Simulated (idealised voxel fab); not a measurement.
process module | voxel gate over fins
cross-section cut | 295 nm wide | cells 5 nm
A cross-section is a grid of square cells, given in bands from the top down. A band is one or more rows of cells.
Each band's line starts with the height of the band's top and of its bottom, in nm. Then come its materials from left to right, each with its width in nm. One material with "throughout" fills the band from edge to edge. "air" is empty space.
Height 0 is the level under which the wafer as received is all one material. The lowest band goes on downwards, as in "0 down".
A width such as "30 to 40" changes by the same amount from each row of cells to the next, from the band's top row to its bottom row.
"no change" after a step means that no cell of the cross-section changed.
closed voids: empty space of 8 cells or more with no open way to the top, each as width x height at its distance from the left edge, in nm
after a step's settings: what the simulator itself notes on the step
overlay nm, on a step with a mask: how far to the right of its planned place the mask lay; to the left if negative
plan
1 op RECEIVE | material Si
2 op CONFORMAL_DEP | material SiN | thk nm 10
3 op MASKED_ETCH | tone cover | mask id FINS | width nm 15 | pitch nm 55 | etch materials SiN | depth nm 10 | overlay nm 0
4 op MASKED_ETCH | tone cover | mask id FINS | width nm 15 | pitch nm 55 | etch materials Si | depth nm 35 | overlay nm 0
5 op FILL_DEP | material SiO2 | thk nm 10
6 op CMP | height nm 10
7 op PATTERN | tone open | mask id RAIL | material resist | width nm 15 | thk nm 15 | overlay nm 0
8 op DIRECTIONAL_ETCH | etch materials SiO2 | depth nm 40
9 op STRIP | etch materials resist
10 op CONFORMAL_DEP | material TiN | thk nm 5
11 op FILL_DEP | material Ru | thk nm 5
12 op CMP | height nm 10
13 op SELECTIVE_ETCH | etch materials W Ru TiN | depth nm 30
14 op FILL_DEP | material SiO2 | thk nm 5
15 op CMP | height nm 10
16 op SELECTIVE_ETCH | etch materials SiO2 | depth nm 25
17 op STRIP | etch materials SiN
18 op CONFORMAL_DEP | material HfO2 | thk nm 5
19 op CONFORMAL_DEP | material TiN | thk nm 5
20 op FILL_DEP | material W | thk nm 10
21 op CMP | height nm 15
22 op CONFORMAL_DEP | material SiCN | thk nm 10
first wafer, as planned
as received, after step 1
  0 down: Si throughout
  closed voids: none
after step 2
  10 to 0: SiN throughout
  below 0: unchanged
after step 3
  10 to 0: air 110 | SiN 15 | air 40 | SiN 15 | air 115
  below 0: unchanged
after step 4
  10 to 0: air 110 | SiN 15 | air 40 | SiN 15 | air 115
  0 to -35: air 110 | Si 15 | air 40 | Si 15 | air 115
  below -35: unchanged
after step 5
  20 to 10: SiO2 throughout
  10 to 0: SiO2 110 | SiN 15 | SiO2 40 | SiN 15 | SiO2 115
  0 to -35: SiO2 110 | Si 15 | SiO2 40 | Si 15 | SiO2 115
  below -35: unchanged
after step 6
  10 to 0: SiO2 110 | SiN 15 | SiO2 40 | SiN 15 | SiO2 115
  below 0: unchanged
after step 7
  25 to 10: resist 135 | air 15 | resist 145
  below 10: unchanged
after step 8
  25 to 10: resist 135 | air 15 | resist 145
  10 to 0: SiO2 110 | SiN 15 | SiO2 10 | air 15 | SiO2 15 | SiN 15 | SiO2 115
  0 to -30: SiO2 110 | Si 15 | SiO2 10 | air 15 | SiO2 15 | Si 15 | SiO2 115
  below -30: unchanged
after step 9
  10 to 0: SiO2 110 | SiN 15 | SiO2 10 | air 15 | SiO2 15 | SiN 15 | SiO2 115
  below 0: unchanged
after step 10
  15 to 10: TiN 140 | air 5 | TiN 150
  10 to 0: SiO2 110 | SiN 15 | SiO2 10 | TiN 5 | air 5 | TiN 5 | SiO2 15 | SiN 15 | SiO2 115
  0 to -25: SiO2 110 | Si 15 | SiO2 10 | TiN 5 | air 5 | TiN 5 | SiO2 15 | Si 15 | SiO2 115
  -25 to -30: SiO2 110 | Si 15 | SiO2 10 | TiN 15 | SiO2 15 | Si 15 | SiO2 115
  below -30: unchanged
after step 11
  20 to 15: Ru throughout
  15 to 10: TiN 140 | Ru 5 | TiN 150
  10 to 0: SiO2 110 | SiN 15 | SiO2 10 | TiN 5 | Ru 5 | TiN 5 | SiO2 15 | SiN 15 | SiO2 115
  0 to -25: SiO2 110 | Si 15 | SiO2 10 | TiN 5 | Ru 5 | TiN 5 | SiO2 15 | Si 15 | SiO2 115
  below -25: unchanged
after step 12
  10 to 0: SiO2 110 | SiN 15 | SiO2 10 | TiN 5 | Ru 5 | TiN 5 | SiO2 15 | SiN 15 | SiO2 115
  below 0: unchanged
after step 13
  10 to 0: SiO2 110 | SiN 15 | SiO2 10 | air 15 | SiO2 15 | SiN 15 | SiO2 115
  0 to -20: SiO2 110 | Si 15 | SiO2 10 | air 15 | SiO2 15 | Si 15 | SiO2 115
  below -20: unchanged
after step 14
  15 to 10: SiO2 throughout
  10 to 0: SiO2 110 | SiN 15 | SiO2 40 | SiN 15 | SiO2 115
  0 to -20: SiO2 110 | Si 15 | SiO2 40 | Si 15 | SiO2 115
  below -20: unchanged
after step 15
  10 to 0: SiO2 110 | SiN 15 | SiO2 40 | SiN 15 | SiO2 115
  below 0: unchanged
after step 16
  10 to 0: air 110 | SiN 15 | air 40 | SiN 15 | air 115
  0 to -15: air 110 | Si 15 | air 40 | Si 15 | air 115
  below -15: unchanged
after step 17
  0 to -15: air 110 | Si 15 | air 40 | Si 15 | air 115
  below -15: unchanged
after step 18
  5 to 0: air 105 | HfO2 25 | air 30 | HfO2 25 | air 110
  0 to -10: air 105 | HfO2 5 | Si 15 | HfO2 5 | air 30 | HfO2 5 | Si 15 | HfO2 5 | air 110
  -10 to -15: HfO2 110 | Si 15 | HfO2 40 | Si 15 | HfO2 115
  below -15: unchanged
after step 19
  10 to 5: air 100 | TiN 35 | air 20 | TiN 35 | air 105
  5 to 0: air 100 | TiN 5 | HfO2 25 | TiN 5 | air 20 | TiN 5 | HfO2 25 | TiN 5 | air 105
  0 to -5: air 100 | TiN 5 | HfO2 5 | Si 15 | HfO2 5 | TiN 5 | air 20 | TiN 5 | HfO2 5 | Si 15 | HfO2 5 | TiN 5 | air 105
  -5 to -10: TiN 105 | HfO2 5 | Si 15 | HfO2 5 | TiN 30 | HfO2 5 | Si 15 | HfO2 5 | TiN 110
  below -10: unchanged
after step 20
  20 to 10: W throughout
  10 to 5: W 100 | TiN 35 | W 20 | TiN 35 | W 105
  5 to 0: W 100 | TiN 5 | HfO2 25 | TiN 5 | W 20 | TiN 5 | HfO2 25 | TiN 5 | W 105
  0 to -5: W 100 | TiN 5 | HfO2 5 | Si 15 | HfO2 5 | TiN 5 | W 20 | TiN 5 | HfO2 5 | Si 15 | HfO2 5 | TiN 5 | W 105
  below -5: unchanged
after step 21
  15 to 10: W throughout
  below 10: unchanged
after step 22
  25 to 15: SiCN throughout
  below 15: unchanged
second wafer: like start, like plan, one mistake. Through step 6 it matches the first wafer
when step 7 should have ended
  25 to 10: resist 130 | air 25 | resist 140
  below 10: unchanged
when step 8 should have ended
  25 to 10: resist 130 | air 25 | resist 140
  10 to 0: SiO2 110 | SiN 15 | SiO2 5 | air 25 | SiO2 10 | SiN 15 | SiO2 115
  0 to -30: SiO2 110 | Si 15 | SiO2 5 | air 25 | SiO2 10 | Si 15 | SiO2 115
  below -30: unchanged
when step 9 should have ended
  10 to 0: SiO2 110 | SiN 15 | SiO2 5 | air 25 | SiO2 10 | SiN 15 | SiO2 115
  below 0: unchanged
when step 10 should have ended
  15 to 10: TiN 135 | air 15 | TiN 145
  10 to 0: SiO2 110 | SiN 15 | SiO2 5 | TiN 5 | air 15 | TiN 5 | SiO2 10 | SiN 15 | SiO2 115
  0 to -25: SiO2 110 | Si 15 | SiO2 5 | TiN 5 | air 15 | TiN 5 | SiO2 10 | Si 15 | SiO2 115
  -25 to -30: SiO2 110 | Si 15 | SiO2 5 | TiN 25 | SiO2 10 | Si 15 | SiO2 115
  below -30: unchanged
when step 11 should have ended
  20 to 15: Ru throughout
  15 to 10: TiN 135 | Ru 15 | TiN 145
  10 to 0: SiO2 110 | SiN 15 | SiO2 5 | TiN 5 | Ru 15 | TiN 5 | SiO2 10 | SiN 15 | SiO2 115
  0 to -25: SiO2 110 | Si 15 | SiO2 5 | TiN 5 | Ru 15 | TiN 5 | SiO2 10 | Si 15 | SiO2 115
  below -25: unchanged
when step 12 should have ended
  10 to 0: SiO2 110 | SiN 15 | SiO2 5 | TiN 5 | Ru 15 | TiN 5 | SiO2 10 | SiN 15 | SiO2 115
  below 0: unchanged
when step 13 should have ended
  10 to 0: SiO2 110 | SiN 15 | SiO2 5 | air 25 | SiO2 10 | SiN 15 | SiO2 115
  0 to -20: SiO2 110 | Si 15 | SiO2 5 | air 25 | SiO2 10 | Si 15 | SiO2 115
  below -20: unchanged
when step 14 should have ended
  15 to 10: SiO2 throughout
  10 to 0: SiO2 110 | SiN 15 | SiO2 40 | SiN 15 | SiO2 115
  0 to -20: SiO2 110 | Si 15 | SiO2 40 | Si 15 | SiO2 115
  below -20: unchanged
when step 15 should have ended
  10 to 0: SiO2 110 | SiN 15 | SiO2 40 | SiN 15 | SiO2 115
  below 0: unchanged
when step 16 should have ended
  10 to 0: air 110 | SiN 15 | air 40 | SiN 15 | air 115
  0 to -15: air 110 | Si 15 | air 40 | Si 15 | air 115
  below -15: unchanged
when step 17 should have ended
  0 to -15: air 110 | Si 15 | air 40 | Si 15 | air 115
  below -15: unchanged
when step 18 should have ended
  5 to 0: air 105 | HfO2 25 | air 30 | HfO2 25 | air 110
  0 to -10: air 105 | HfO2 5 | Si 15 | HfO2 5 | air 30 | HfO2 5 | Si 15 | HfO2 5 | air 110
  -10 to -15: HfO2 110 | Si 15 | HfO2 40 | Si 15 | HfO2 115
  below -15: unchanged
when step 19 should have ended
  10 to 5: air 100 | TiN 35 | air 20 | TiN 35 | air 105
  5 to 0: air 100 | TiN 5 | HfO2 25 | TiN 5 | air 20 | TiN 5 | HfO2 25 | TiN 5 | air 105
  0 to -5: air 100 | TiN 5 | HfO2 5 | Si 15 | HfO2 5 | TiN 5 | air 20 | TiN 5 | HfO2 5 | Si 15 | HfO2 5 | TiN 5 | air 105
  -5 to -10: TiN 105 | HfO2 5 | Si 15 | HfO2 5 | TiN 30 | HfO2 5 | Si 15 | HfO2 5 | TiN 110
  below -10: unchanged
when step 20 should have ended
  20 to 10: W throughout
  10 to 5: W 100 | TiN 35 | W 20 | TiN 35 | W 105
  5 to 0: W 100 | TiN 5 | HfO2 25 | TiN 5 | W 20 | TiN 5 | HfO2 25 | TiN 5 | W 105
  0 to -5: W 100 | TiN 5 | HfO2 5 | Si 15 | HfO2 5 | TiN 5 | W 20 | TiN 5 | HfO2 5 | Si 15 | HfO2 5 | TiN 5 | W 105
  below -5: unchanged
when step 21 should have ended
  15 to 10: W throughout
  below 10: unchanged
when step 22 should have ended
  25 to 15: SiCN throughout
  below 15: unchanged
what went wrong: step 7 ran as: op PATTERN | tone open | mask id RAIL | material resist | width nm 25 | thk nm 15 | overlay nm 0
at the end the second wafer has, in cells: 2 more of Ru | 4 fewer of SiO2 | 2 more of TiN
